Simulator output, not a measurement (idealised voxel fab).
Process module under the name voxel gate over fins
In the cross-section labelled cut, the width is 235 nm and each square cell is 5 nm.
A cross-section in this document is a grid of square cells, and it is written down as bands, the top band listed before the ones below it; a band is made up of one or more rows of cells.
Read a band's entry like this: the first values are the height of its top and the height of its bottom in nm, and what follows is the sequence of materials from left to right, each with its width in nm. Note that "blank" is empty space, and that a single material marked "everywhere" reaches across the band from edge to edge.
The reference from which all heights are counted is 0, the level beneath which the as-received wafer is entirely one material; the lowest band, having no lower bound, proceeds downward and is written after the example "top 0, no bottom".
The width entry "30 to 40" should be interpreted row by row: the top row of cells in the band takes the first number, the bottom row takes the second number, and the change between adjacent rows is uniform throughout.
"left unchanged" (step): cross-section cells unchanged, all of them.
"Non-vented voids" lists enclosed empty spaces (at least 8 cells, no open path upward to the top), each as width x height at distance from the left edge, in nm.
after a step's settings: what the simulator itself notes on the step
overlay nm: mask right of planned place by this much (step with mask). Neg. = left.

plan:
- 1: RECEIVE (material Si)
- 2: CONFORMAL_DEP (material SiN; thk nm 10)
- 3: PATTERN (tone cover; mask id FINS; material resist; width nm 15; pitch nm 55; thk nm 15; overlay nm 0)
- 4: DIRECTIONAL_ETCH (etch materials SiN; depth nm 10)
- 5: DIRECTIONAL_ETCH (etch materials Si; depth nm 40)
- 6: STRIP (etch materials resist)
- 7: OXIDIZE (depth nm 5)
- 8: FILL_DEP (material SiO2; thk nm 5)
- 9: CMP (height nm 10)
- 10: DIRECTIONAL_DEP (material aC; thk nm 15)
- 11: PATTERN (tone open; mask id RAIL; material resist; width nm 15; thk nm 30; overlay nm 0)
- 12: DIRECTIONAL_ETCH (etch materials aC; depth nm 15)
- 13: STRIP (etch materials resist)
- 14: DIRECTIONAL_ETCH (etch materials SiO2; depth nm 45)
- 15: STRIP (etch materials aC)
- 16: CONFORMAL_DEP (material TiN; thk nm 5)
- 17: FILL_DEP (material Ru; thk nm 10)
- 18: CMP (height nm 10)
- 19: SELECTIVE_ETCH (etch materials W Ru TiN; depth nm 30)
- 20: FILL_DEP (material SiO2; thk nm 5)
- 21: CMP (height nm 10)
- 22: SELECTIVE_ETCH (etch materials SiO2; depth nm 25)
- 23: STRIP (etch materials SiN)
- 24: CONFORMAL_DEP (material HfO2; thk nm 5)
- 25: CONFORMAL_DEP (material TiN; thk nm 5)
- 26: FILL_DEP (material W; thk nm 10)
- 27: CMP (height nm 15)
- 28: CONFORMAL_DEP (material SiN; thk nm 10)

Wafer cross-section on receipt, i.e. after step 1:
  top 0, no bottom  Si everywhere
  Non-vented voids: none

End-of-module XS, first of two wafers, run as planned:
  top 25, bottom 15  SiN everywhere
  top 15, bottom 10  W everywhere
  top 10, bottom 5  W 50 nm, TiN 25 nm, W 30 nm, TiN 25 nm, W 30 nm, TiN 25 nm, W 50 nm
  top 5, bottom 0  W 50 nm, TiN 5 nm, HfO2 15 nm, TiN 5 nm, W 30 nm, TiN 5 nm, HfO2 15 nm, TiN 5 nm, W 30 nm, TiN 5 nm, HfO2 15 nm, TiN 5 nm, W 50 nm
  top 0, bottom -5  W 50 nm, TiN 5 nm, HfO2 5 nm, Si 5 nm, HfO2 5 nm, TiN 5 nm, W 30 nm, TiN 5 nm, HfO2 5 nm, Si 5 nm, HfO2 5 nm, TiN 5 nm, W 30 nm, TiN 5 nm, HfO2 5 nm, Si 5 nm, HfO2 5 nm, TiN 5 nm, W 50 nm
  top -5, bottom -10  TiN 55 nm, HfO2 5 nm, Si 5 nm, HfO2 5 nm, TiN 40 nm, HfO2 5 nm, Si 5 nm, HfO2 5 nm, TiN 40 nm, HfO2 5 nm, Si 5 nm, HfO2 5 nm, TiN 55 nm
  top -10, bottom -15  HfO2 60 nm, Si 5 nm, HfO2 50 nm, Si 5 nm, HfO2 50 nm, Si 5 nm, HfO2 60 nm
  top -15, bottom -20  SiO2 60 nm, Si 5 nm, SiO2 50 nm, Si 5 nm, SiO2 50 nm, Si 5 nm, SiO2 60 nm
  top -20, bottom -30  SiO2 60 nm, Si 5 nm, SiO2 15 nm, TiN 5 nm, Ru 5 nm, TiN 5 nm, SiO2 20 nm, Si 5 nm, SiO2 50 nm, Si 5 nm, SiO2 60 nm
  top -30, bottom -35  SiO2 60 nm, Si 5 nm, SiO2 15 nm, TiN 15 nm, SiO2 20 nm, Si 5 nm, SiO2 50 nm, Si 5 nm, SiO2 60 nm
  top -35, bottom -45  SiO2 60 nm, Si 5 nm, SiO2 50 nm, Si 5 nm, SiO2 50 nm, Si 5 nm, SiO2 60 nm
  top -45, no bottom  Si everywhere
  Non-vented voids: none

Second wafer cross-section at end of module - shared start and plan with the first, one mistake in the run:
  top 25, bottom 15  SiN everywhere
  top 15, bottom 5  W everywhere
  top 5, bottom 0  W 55 nm, TiN 15 nm, W 40 nm, TiN 15 nm, W 40 nm, TiN 15 nm, W 55 nm
  top 0, bottom -10  W 55 nm, TiN 5 nm, Si 5 nm, TiN 5 nm, W 40 nm, TiN 5 nm, Si 5 nm, TiN 5 nm, W 40 nm, TiN 5 nm, Si 5 nm, TiN 5 nm, W 55 nm
  top -10, bottom -15  TiN 60 nm, Si 5 nm, TiN 50 nm, Si 5 nm, TiN 50 nm, Si 5 nm, TiN 60 nm
  top -15, bottom -20  SiO2 60 nm, Si 5 nm, SiO2 50 nm, Si 5 nm, SiO2 50 nm, Si 5 nm, SiO2 60 nm
  top -20, bottom -30  SiO2 60 nm, Si 5 nm, SiO2 15 nm, TiN 5 nm, Ru 5 nm, TiN 5 nm, SiO2 20 nm, Si 5 nm, SiO2 50 nm, Si 5 nm, SiO2 60 nm
  top -30, bottom -35  SiO2 60 nm, Si 5 nm, SiO2 15 nm, TiN 15 nm, SiO2 20 nm, Si 5 nm, SiO2 50 nm, Si 5 nm, SiO2 60 nm
  top -35, bottom -45  SiO2 60 nm, Si 5 nm, SiO2 50 nm, Si 5 nm, SiO2 50 nm, Si 5 nm, SiO2 60 nm
  top -45, no bottom  Si everywhere
  Non-vented voids: none
In executing the process, a mistake was made relative to the plan: plan step 24: skipped, not run
End of process, cell counts, second wafer against first, materials with more or fewer: 65 fewer of HfO2, 65 more of W
